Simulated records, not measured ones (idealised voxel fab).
This is a process module. Its name is voxel self aligned contacts.
FYI the section here is cut, 170 nm wide, cells are 5 nm squares.
Cross-section spec: square-cell grid; bands listed top down; each band is one or more rows. Heads up on the band format: heights come first, top then bottom, in nm. After that it's the materials left to right, each with its width in nm. A single material flagged "edge to edge" fills the whole band edge to edge, and "air" means there's empty space there. Heads up on the height convention: 0 is the point under which the incoming wafer is all one material, and the lowest band has no bottom, it just keeps going down, like "0..down". The expression "30 to 40" gives the width at the extremes of the band, the first number at its top row of cells and the second at its bottom row, with the width changing by equal amounts from each row to the next in between. "nothing altered" for a step: no cell of the cross-section changed in that step. You'll see "Completely sealed voids" listing empty spaces that have no way open to the top, as long as they're 8 cells or more; the notation is width x height at distance, where the distance is from the left edge, and all of it is in nm. The remark found on a step's line after its settings is issued by the simulator itself and pertains to that step. For masked steps, "overlay nm" on the step line gives how far right of plan the mask actually lay; a minus sign means it lay to the left.

-- The following list gives the planned process steps
1,RECEIVE with material Si
2,OXIDIZE with depth nm 5
3,DIRECTIONAL_DEP with material polySi, thk nm 20
4,DIRECTIONAL_DEP with material SiN, thk nm 15
5,DIRECTIONAL_DEP with material aC, thk nm 10
6,PATTERN with tone cover, mask id GATE, material resist, width nm 35, pitch nm 65, thk nm 25, overlay nm 0
7,DIRECTIONAL_ETCH with etch materials aC, depth nm 10
8,STRIP with etch materials resist
9,DIRECTIONAL_ETCH with etch materials SiN, depth nm 15
10,DIRECTIONAL_ETCH with etch materials polySi, depth nm 20
11,STRIP with etch materials aC
12,CONFORMAL_DEP with material SiN, thk nm 5
13,DIRECTIONAL_ETCH with etch materials SiN, depth nm 5
14,FILL_DEP with material SiO2, thk nm 15
15,CMP with height nm 40
16,DIRECTIONAL_DEP with material aC, thk nm 15
17,PATTERN with tone open, mask id CONTACT, material resist, width nm 50, thk nm 30, overlay nm 0
18,DIRECTIONAL_ETCH with etch materials aC, depth nm 15
19,STRIP with etch materials resist
20,DIRECTIONAL_ETCH with etch materials SiO2, depth nm 45
21,STRIP with etch materials aC
22,CONFORMAL_DEP with material TiN, thk nm 5
23,FILL_DEP with material W, thk nm 10
24,CMP with height nm 40
25,CONFORMAL_DEP with material SiCN, thk nm 5

-- Shown in cross-section is the wafer as received, that is, as it stands after step 1
  0..down | Si edge to edge
  Completely sealed voids: none

-- Final cross-section, module run with one mistake (start and plan as above)
  45..40 | SiCN edge to edge
  40..35 | SiO2 (30), then SiN (45), then TiN (20), then SiN (45), then SiO2 (30)
  35..20 | SiN edge to edge
  20..0 | polySi edge to edge
  0..-5 | SiO2 edge to edge
  -5..down | Si edge to edge
  Completely sealed voids: none
Plan not followed: execution of plan step 4 occurred twice
